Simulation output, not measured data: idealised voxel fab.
process module | voxel wiring stack
cross-section cut | 290 nm wide | cells 5 nm
A cross-section is a grid of square cells, given in bands from the top down. A band is one or more rows of cells.
Each band's line starts with the height of the band's top and of its bottom, in nm. Then come its materials from left to right, each with its width in nm. One material with "throughout" fills the band from edge to edge. "air" is empty space.
Height 0 is the level under which the wafer as received is all one material. The lowest band goes on downwards, as in "0 down".
A width such as "30 to 40" changes by the same amount from each row of cells to the next, from the band's top row to its bottom row.
"no change" after a step means that no cell of the cross-section changed.
closed voids: empty space of 8 cells or more with no open way to the top, each as width x height at its distance from the left edge, in nm
after a step's settings: what the simulator itself notes on the step
overlay nm, on a step with a mask: how far to the right of its planned place the mask lay; to the left if negative
plan
1 op RECEIVE | material Si
2 op CONFORMAL_DEP | material SiO2 | thk nm 15
3 op DIRECTIONAL_DEP | material TiN | thk nm 5
4 op DIRECTIONAL_DEP | material Ru | thk nm 25
5 op DIRECTIONAL_DEP | material aC | thk nm 10
6 op PATTERN | tone cover | mask id METAL_1 | material resist | width nm 25 | pitch nm 40 | thk nm 30 | overlay nm 0
7 op DIRECTIONAL_ETCH | etch materials aC | depth nm 10
8 op STRIP | etch materials resist
9 op DIRECTIONAL_ETCH | etch materials Ru | depth nm 25
10 op DIRECTIONAL_ETCH | etch materials TiN | depth nm 5
11 op STRIP | etch materials aC
12 op FILL_DEP | material lowk | thk nm 10
13 op CMP | height nm 45
14 op CONFORMAL_DEP | material SiCN | thk nm 5
15 op DIRECTIONAL_DEP | material SiO2 | thk nm 20
16 op PATTERN | tone open | mask id PLUG_1 | material resist | width nm 15 | pitch nm 40 | thk nm 20 | overlay nm 0
17 op DIRECTIONAL_ETCH | etch materials SiO2 | depth nm 20
18 op DIRECTIONAL_ETCH | etch materials SiCN | depth nm 5
19 op STRIP | etch materials resist
20 op EPI | material Ru | thk nm 10
21 op EPI | material Ru | thk nm 10
22 op EPI | material Ru | thk nm 5
23 op DIRECTIONAL_DEP | material TiN | thk nm 5
24 op DIRECTIONAL_DEP | material Ru | thk nm 20
25 op DIRECTIONAL_DEP | material aC | thk nm 15
26 op PATTERN | tone cover | mask id METAL_2 | material resist | width nm 25 | pitch nm 40 | thk nm 30 | overlay nm 0
27 op DIRECTIONAL_ETCH | etch materials aC | depth nm 15
28 op STRIP | etch materials resist
29 op DIRECTIONAL_ETCH | etch materials Ru | depth nm 20
30 op DIRECTIONAL_ETCH | etch materials TiN | depth nm 5
31 op STRIP | etch materials aC
32 op FILL_DEP | material lowk | thk nm 10
33 op CMP | height nm 95
34 op CONFORMAL_DEP | material SiCN | thk nm 5
35 op DIRECTIONAL_DEP | material SiO2 | thk nm 30
36 op DIRECTIONAL_DEP | material aC | thk nm 10
37 op PATTERN | tone open | mask id METAL_3 | material resist | width nm 25 | pitch nm 40 | thk nm 25 | overlay nm 0
38 op DIRECTIONAL_ETCH | etch materials aC | depth nm 10
39 op STRIP | etch materials resist
40 op DIRECTIONAL_ETCH | etch materials SiO2 | depth nm 15
41 op STRIP | etch materials aC
42 op PATTERN | tone open | mask id METAL_3_HOLES | material resist | width nm 15 | thk nm 15 | overlay nm 0
43 op DIRECTIONAL_ETCH | etch materials SiO2 | depth nm 15
44 op DIRECTIONAL_ETCH | etch materials SiCN | depth nm 5
45 op STRIP | etch materials resist
46 op CONFORMAL_DEP | material TiN | thk nm 5
47 op FILL_DEP | material Cu | thk nm 5
48 op CMP | height nm 130
49 op CONFORMAL_DEP | material SiCN | thk nm 5
50 op DIRECTIONAL_DEP | material SiO2 | thk nm 25
51 op MASKED_ETCH | tone open | mask id METAL_4_HOLES | width nm 15 | pitch nm 40 | etch materials SiO2 | depth nm 25 | overlay nm 0
52 op PATTERN | tone open | mask id METAL_4 | material resist | width nm 25 | pitch nm 40 | thk nm 20 | overlay nm 0
53 op DIRECTIONAL_ETCH | etch materials SiO2 | depth nm 15
54 op DIRECTIONAL_ETCH | etch materials SiCN | depth nm 5
55 op STRIP | etch materials resist
56 op CONFORMAL_DEP | material TiN | thk nm 5
57 op FILL_DEP | material Cu | thk nm 5
58 op CMP | height nm 160
59 op CONFORMAL_DEP | material SiCN | thk nm 5
as received, after step 1
  0 down: Si throughout
  closed voids: none
a wafer at the end: this start, this plan, one mistake
  165 to 160: SiCN throughout
  160 to 150: SiO2 110 | TiN 5 | Cu 15 | TiN 5 | SiO2 15 | TiN 5 | Cu 15 | TiN 5 | SiO2 115
  150 to 145: SiO2 110 | TiN 5 | Cu 5 | TiN 15 | SiO2 15 | TiN 5 | Cu 5 | TiN 15 | SiO2 115
  145 to 135: SiO2 110 | TiN 5 | Cu 5 | TiN 5 | SiO2 25 | TiN 5 | Cu 5 | TiN 5 | SiO2 125
  135 to 130: SiCN 110 | TiN 15 | SiCN 25 | TiN 15 | SiCN 125
  130 to 120: SiO2 110 | TiN 5 | Cu 15 | TiN 5 | SiO2 15 | TiN 5 | Cu 15 | TiN 5 | SiO2 115
  120 to 115: SiO2 110 | TiN 5 | Cu 5 | TiN 15 | SiO2 15 | TiN 25 | SiO2 115
  115 to 100: SiO2 110 | TiN 5 | Cu 5 | TiN 5 | SiO2 165
  100 to 95: SiCN 110 | TiN 15 | SiCN 165
  95 to 75: aC 110 | Ru 25 | aC 15 | Ru 25 | aC 115
  75 to 70: aC 110 | TiN 25 | aC 15 | TiN 25 | aC 115
  70 to 50: SiO2 110 | Ru 15 | SiO2 25 | Ru 15 | SiO2 125
  50 to 45: SiCN 110 | Ru 15 | SiCN 25 | Ru 15 | SiCN 125
  45 to 20: lowk 110 | Ru 25 | lowk 15 | Ru 25 | lowk 115
  20 to 15: lowk 110 | TiN 25 | lowk 15 | TiN 25 | lowk 115
  15 to 0: SiO2 throughout
  0 down: Si throughout
  closed voids: none
what went wrong: step 32 ran as: op FILL_DEP | material aC | thk nm 10
